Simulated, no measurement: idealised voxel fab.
Name of the process module below: voxel transistor to metal
Pictured: cross-section cut, 185 nm wide, on a grid of 5 nm square cells.
In what follows, cross-sections appear as grids of square cells, described through bands that run from the top down, where every band is one or more rows of cells. A band entry consists of two parts. The first gives the height of the band's top and the height of its bottom, in nm. The rest lists the band's materials from left to right, each with its width in nm. A single material labelled with the word "throughout" fills the band from edge to edge, and the word "air" marks empty space. The reference from which all heights are counted is 0, the level beneath which the as-received wafer is entirely one material; the lowest band, having no lower bound, proceeds downward and is written after the example "0 and below". Quick explanation for "30..40": the width changes in equal steps down the rows of cells, from the first number in the band's top row to the second number in its bottom row. It should be understood that the words "stayed the same", when stated for a given step, signify that the cross-section underwent no change in any of its cells during that step. What "Voids lacking openings" gives you is every empty space of 8 cells or more that is cut off from the top. Each appears as width x height at distance, with the distance taken from the left edge and width, height and distance all in nm. If you see something after the settings on a step's line, that's the simulator's own remark about that step. The optional step-line setting "overlay nm" applies to steps with a mask and quantifies how far to the right of its planned location the mask lay, a negative value indicating leftward placement.

[plan]
1) RECEIVE, material Si
2) CONFORMAL_DEP, material SiO2, thk nm 5
3) CONFORMAL_DEP, material SiN, thk nm 10
4) PATTERN, tone cover, mask id ACTIVE, material resist, width nm 95, thk nm 20, overlay nm 0
5) DIRECTIONAL_ETCH, etch materials SiN, depth nm 10
6) DIRECTIONAL_ETCH, etch materials SiO2, depth nm 5
7) DIRECTIONAL_ETCH, etch materials Si, depth nm 35
8) STRIP, etch materials resist
9) FILL_DEP, material SiO2, thk nm 5
10) CMP, height nm 15
11) SELECTIVE_ETCH, etch materials SiO2, depth nm 10
12) STRIP, etch materials SiN
13) SELECTIVE_ETCH, etch materials SiO2, depth nm 5
14) OXIDIZE, depth nm 5
15) DIRECTIONAL_DEP, material polySi, thk nm 25
16) DIRECTIONAL_DEP, material SiCN, thk nm 10
17) DIRECTIONAL_DEP, material aC, thk nm 10
18) PATTERN, tone cover, mask id GATE, material resist, width nm 25, thk nm 30, overlay nm 0
19) DIRECTIONAL_ETCH, etch materials aC, depth nm 10
20) STRIP, etch materials resist
21) DIRECTIONAL_ETCH, etch materials SiCN, depth nm 20
22) DIRECTIONAL_ETCH, etch materials polySi, depth nm 35
23) STRIP, etch materials aC
24) CONFORMAL_DEP, material SiN, thk nm 5
25) DIRECTIONAL_ETCH, etch materials SiN, depth nm 5
26) DIRECTIONAL_ETCH, etch materials SiO2, depth nm 5
27) DIRECTIONAL_ETCH, etch materials Si, depth nm 10
28) EPI, material pSi, thk nm 10
29) FILL_DEP, material SiO2, thk nm 10
30) CMP, height nm 25
31) STRIP, etch materials polySi
32) SELECTIVE_ETCH, etch materials SiO2, depth nm 5
33) CONFORMAL_DEP, material HfO2, thk nm 5
34) CONFORMAL_DEP, material TiN, thk nm 5
35) FILL_DEP, material W, thk nm 5
36) CMP, height nm 20
37) DIRECTIONAL_DEP, material SiO2, thk nm 10
38) PATTERN, tone open, mask id CONTACT, material resist, width nm 15, pitch nm 70, thk nm 15, overlay nm 0
39) DIRECTIONAL_ETCH, etch materials SiO2, depth nm 35
40) STRIP, etch materials resist
41) CONFORMAL_DEP, material TiN, thk nm 5
42) FILL_DEP, material Ru, thk nm 5
43) CMP, height nm 30
44) CONFORMAL_DEP, material SiN, thk nm 5
45) DIRECTIONAL_DEP, material SiO2, thk nm 15
46) PATTERN, tone open, mask id METAL_1, material resist, width nm 15, pitch nm 70, thk nm 20, overlay nm 0
47) DIRECTIONAL_ETCH, etch materials SiO2, depth nm 15
48) DIRECTIONAL_ETCH, etch materials SiN, depth nm 5
49) STRIP, etch materials resist
50) CONFORMAL_DEP, material TiN, thk nm 5
51) FILL_DEP, material Cu, thk nm 5
52) CMP, height nm 50
53) EPI, material Ru, thk nm 5
54) FILL_DEP, material SiCN, thk nm 5
55) DIRECTIONAL_DEP, material lowk, thk nm 30
56) MASKED_ETCH, tone open, mask id METAL_2, width nm 15, pitch nm 70, etch materials lowk, depth nm 20, overlay nm 0
57) MASKED_ETCH, tone open, mask id METAL_2_HOLES, width nm 15, pitch nm 70, etch materials lowk, depth nm 10, overlay nm 0
58) MASKED_ETCH, tone open, mask id METAL_2_HOLES, width nm 15, pitch nm 70, etch materials SiCN, depth nm 5, overlay nm 0
59) CONFORMAL_DEP, material TiN, thk nm 5
60) FILL_DEP, material Cu, thk nm 5
61) CMP, height nm 90
62) CONFORMAL_DEP, material SiN, thk nm 5

[The cross-section here shows the wafer as received, i.e. in its state after step 1]
* 0 and below = Si throughout
* Voids lacking openings: none

[End-of-module cross-section. Starting structure and process plan as above; one mistake made in running it]
* 95 down to 90 = SiN throughout
* 90 down to 60 = 50 lowk; 5 TiN; 5 Cu; 5 TiN; 55 lowk; 5 TiN; 5 Cu; 5 TiN; 50 lowk
* 60 down to 55 = 50 SiCN; 15 TiN; 55 SiCN; 15 TiN; 50 SiCN
* 55 down to 50 = 45 SiCN; 25 Ru; 45 SiCN; 25 Ru; 45 SiCN
* 50 down to 45 = 50 SiN; 15 TiN; 55 SiN; 15 TiN; 50 SiN
* 45 down to 30 = SiO2 throughout
* 30 down to 20 = 50 SiO2; 5 TiN; 5 Ru; 5 TiN; 55 SiO2; 5 TiN; 5 Ru; 5 TiN; 50 SiO2
* 20 down to 5 = 50 SiO2; 5 TiN; 5 Ru; 5 TiN; 10 SiO2; 5 SiN; 5 HfO2; 5 TiN; 5 W; 5 TiN; 5 HfO2; 5 SiN; 10 SiO2; 5 TiN; 5 Ru; 5 TiN; 50 SiO2
* 5 down to 0 = 50 SiO2; 5 TiN; 5 Ru; 5 TiN; 10 pSi; 5 SiN; 5 HfO2; 15 TiN; 5 HfO2; 5 SiN; 10 pSi; 5 TiN; 5 Ru; 5 TiN; 50 SiO2
* 0 down to -5 = 50 SiO2; 15 TiN; 10 pSi; 35 HfO2; 10 pSi; 15 TiN; 50 SiO2
* -5 down to -15 = 45 SiO2; 30 pSi; 35 Si; 30 pSi; 45 SiO2
* -15 down to -35 = 45 SiO2; 95 Si; 45 SiO2
* -35 and below = Si throughout
* Voids lacking openings: none
Diagnosis: steps 44 and 45: order swapped relative to plan
